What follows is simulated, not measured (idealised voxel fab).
Presented below is a process module, voxel capacitor over wiring.
The figure presents cross-section cut, which has a width of 275 nm and is divided into square cells with an edge length of 5 nm.
Bands, listed from the top down, are how a cross-section gets written in this document; the cross-section itself is a grid of square cells, and a band is one or more rows of them.
A band entry consists of two parts. The first gives the height of the band's top and the height of its bottom, in nm. The rest lists the band's materials from left to right, each with its width in nm. A single material labelled with the word "all across" fills the band from edge to edge, and the word "air" marks empty space.
Heights from 0 (as-received wafer is one material below). Bottom band endless downward, as "0..down".
A two-number width, for instance "30->40", indicates that the width is equal to the first number in the top row of the band and to the second number in the bottom row, and that it changes by a constant amount per row of cells.
The cross-section has no changed cell in any step marked "no modifications".
Voids not open to the top, 8 cells minimum: see "Sealed internal cavities". Written width x height at distance; distance is from the left edge; nm.
That trailing text on a step's line, after the settings, is the simulator's own remark on the step.
If you see "overlay nm" on a step's line and that step has a mask, it's telling you how far right of where it was planned the mask ended up; a negative number means it went left instead.
Process steps (planned):
| 1 | RECEIVE with material Si |
| 2 | CONFORMAL_DEP with material SiO2, thk nm 10 |
| 3 | CONFORMAL_DEP with material SiCN, thk nm 5 |
| 4 | DIRECTIONAL_DEP with material lowk, thk nm 20 |
| 5 | DIRECTIONAL_DEP with material aC, thk nm 15 |
| 6 | PATTERN with tone open, mask id METAL_1, material resist, width nm 20, pitch nm 75, thk nm 30, overlay nm 0 |
| 7 | DIRECTIONAL_ETCH with etch materials aC, depth nm 15 |
| 8 | STRIP with etch materials resist |
| 9 | DIRECTIONAL_ETCH with etch materials lowk, depth nm 20 |
| 10 | DIRECTIONAL_ETCH with etch materials SiCN, depth nm 5 |
| 11 | STRIP with etch materials aC |
| 12 | CONFORMAL_DEP with material TiN, thk nm 5 |
| 13 | FILL_DEP with material Cu, thk nm 10 |
| 14 | CMP with height nm 35 |
| 15 | CONFORMAL_DEP with material SiCN, thk nm 5 |
| 16 | DIRECTIONAL_DEP with material SiO2, thk nm 10 |
| 17 | DIRECTIONAL_DEP with material aC, thk nm 10 |
| 18 | PATTERN with tone open, mask id PLUG_1, material resist, width nm 15, thk nm 25, overlay nm 0 |
| 19 | DIRECTIONAL_ETCH with etch materials aC, depth nm 10 |
| 20 | STRIP with etch materials resist |
| 21 | DIRECTIONAL_ETCH with etch materials SiO2, depth nm 10 |
| 22 | DIRECTIONAL_ETCH with etch materials SiCN, depth nm 5 |
| 23 | STRIP with etch materials aC |
| 24 | EPI with material Ru, thk nm 10 |
| 25 | EPI with material Ru, thk nm 5 |
| 26 | DIRECTIONAL_DEP with material TiN, thk nm 10 |
| 27 | DIRECTIONAL_DEP with material SiN, thk nm 5 |
| 28 | DIRECTIONAL_DEP with material TiN, thk nm 5 |
| 29 | PATTERN with tone cover, mask id UPPER_PLATE, material resist, width nm 60, thk nm 20, overlay nm 0 |
| 30 | DIRECTIONAL_ETCH with etch materials TiN, depth nm 5 |
| 31 | DIRECTIONAL_ETCH with etch materials SiN, depth nm 5 |
| 32 | STRIP with etch materials resist |
| 33 | MASKED_ETCH with tone cover, mask id LOWER_PLATE, width nm 70, etch materials TiN, depth nm 10, overlay nm 0 |
| 34 | FILL_DEP with material SiO2, thk nm 15 |
| 35 | CMP with height nm 80 |
| 36 | MASKED_ETCH with tone open, mask id PLUG_2, width nm 15, etch materials SiO2, depth nm 10, overlay nm -15 |
| 37 | CONFORMAL_DEP with material TiN, thk nm 5 |
| 38 | FILL_DEP with material W, thk nm 10 |
| 39 | CMP with height nm 80 |
| 40 | CONFORMAL_DEP with material SiCN, thk nm 5 |
Quick note for whoever runs this: the wafers start identical, but the overlay nm at step 36 isn't the same across them. The plan just shows what the first wafer had.
The first of several wafers, as received after step 1, seen in section:
> 0..down: Si all across
> Sealed internal cavities: none
each wafer at the end: cells of each material gained (+) or lost (-) since it was received, then its closed voids:
overlay nm -15; +16 Cu; +9 Ru; +154 SiCN; +12 SiN; +486 SiO2; +69 TiN; +1 W; +188 lowk; Sealed internal cavities: none
overlay nm -10; +16 Cu; +9 Ru; +154 SiCN; +12 SiN; +486 SiO2; +69 TiN; +1 W; +188 lowk; Sealed internal cavities: none
overlay nm -5; +16 Cu; +9 Ru; +154 SiCN; +12 SiN; +486 SiO2; +69 TiN; +1 W; +188 lowk; Sealed internal cavities: none
overlay nm 0; +16 Cu; +9 Ru; +154 SiCN; +12 SiN; +486 SiO2; +69 TiN; +1 W; +188 lowk; Sealed internal cavities: none
overlay nm 5; +16 Cu; +9 Ru; +154 SiCN; +12 SiN; +486 SiO2; +69 TiN; +1 W; +188 lowk; Sealed internal cavities: none
overlay nm 10; +16 Cu; +9 Ru; +154 SiCN; +12 SiN; +486 SiO2; +69 TiN; +1 W; +188 lowk; Sealed internal cavities: none
overlay nm 15; +16 Cu; +9 Ru; +154 SiCN; +12 SiN; +486 SiO2; +69 TiN; +1 W; +188 lowk; Sealed internal cavities: none
